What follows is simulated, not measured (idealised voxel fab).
process module | voxel wiring stack
cross-section cut | 285 nm wide | cells 5 nm
A cross-section is a grid of square cells, given in bands from the top down. A band is one or more rows of cells.
Each band's line starts with the height of the band's top and of its bottom, in nm. Then come its materials from left to right, each with its width in nm. One material with "throughout" fills the band from edge to edge. "air" is empty space.
Height 0 is the level under which the wafer as received is all one material. The lowest band goes on downwards, as in "0 down".
A width such as "30 to 40" changes by the same amount from each row of cells to the next, from the band's top row to its bottom row.
"no change" after a step means that no cell of the cross-section changed.
closed voids: empty space of 8 cells or more with no open way to the top, each as width x height at its distance from the left edge, in nm
after a step's settings: what the simulator itself notes on the step
overlay nm, on a step with a mask: how far to the right of its planned place the mask lay; to the left if negative
plan
1 op RECEIVE | material Si
2 op CONFORMAL_DEP | material SiO2 | thk nm 15
3 op CONFORMAL_DEP | material SiCN | thk nm 5
4 op DIRECTIONAL_DEP | material lowk | thk nm 15
5 op DIRECTIONAL_DEP | material aC | thk nm 10
6 op PATTERN | tone open | mask id METAL_1 | material resist | width nm 20 | pitch nm 50 | thk nm 30 | overlay nm 0
7 op DIRECTIONAL_ETCH | etch materials aC | depth nm 10
8 op STRIP | etch materials resist
9 op DIRECTIONAL_ETCH | etch materials lowk | depth nm 15
10 op DIRECTIONAL_ETCH | etch materials SiCN | depth nm 5
11 op STRIP | etch materials aC
12 op CONFORMAL_DEP | material TiN | thk nm 5
13 op FILL_DEP | material Cu | thk nm 10
14 op CMP | height nm 35
15 op CONFORMAL_DEP | material SiCN | thk nm 5
16 op DIRECTIONAL_DEP | material lowk | thk nm 30
17 op PATTERN | tone open | mask id METAL_2_HOLES | material resist | width nm 15 | pitch nm 50 | thk nm 15 | overlay nm 0
18 op DIRECTIONAL_ETCH | etch materials lowk | depth nm 30
19 op STRIP | etch materials resist
20 op DIRECTIONAL_DEP | material aC | thk nm 15
21 op PATTERN | tone open | mask id METAL_2 | material resist | width nm 20 | pitch nm 50 | thk nm 35 | overlay nm 0
22 op DIRECTIONAL_ETCH | etch materials aC | depth nm 15
23 op STRIP | etch materials resist
24 op DIRECTIONAL_ETCH | etch materials lowk | depth nm 15
25 op DIRECTIONAL_ETCH | etch materials SiCN | depth nm 5
26 op STRIP | etch materials aC
27 op CONFORMAL_DEP | material TiN | thk nm 5
28 op FILL_DEP | material Cu | thk nm 5
29 op CMP | height nm 70
30 op CONFORMAL_DEP | material SiCN | thk nm 5
as received, after step 1
  0 down: Si throughout
  closed voids: none
a wafer at the end: this start, this plan, one mistake
  75 to 70: SiCN throughout
  70 to 45: lowk 75 | TiN 5 | Cu 15 | TiN 5 | lowk 25 | TiN 5 | Cu 15 | TiN 5 | lowk 25 | TiN 5 | Cu 15 | TiN 5 | lowk 85
  45 to 40: lowk 75 | TiN 10 | Cu 10 | TiN 5 | lowk 25 | TiN 10 | Cu 10 | TiN 5 | lowk 25 | TiN 10 | Cu 10 | TiN 5 | lowk 85
  40 to 35: SiCN 80 | TiN 20 | SiCN 30 | TiN 20 | SiCN 30 | TiN 20 | SiCN 85
  35 to 20: lowk 80 | TiN 5 | Cu 10 | TiN 5 | lowk 30 | TiN 5 | Cu 10 | TiN 5 | lowk 30 | TiN 5 | Cu 10 | TiN 5 | lowk 85
  20 to 15: SiCN 80 | TiN 20 | SiCN 30 | TiN 20 | SiCN 30 | TiN 20 | SiCN 85
  15 to 0: SiO2 throughout
  0 down: Si throughout
  closed voids: none
what went wrong: step 17 ran as: op PATTERN | tone open | mask id METAL_2_HOLES | material resist | width nm 25 | pitch nm 50 | thk nm 15 | overlay nm 0
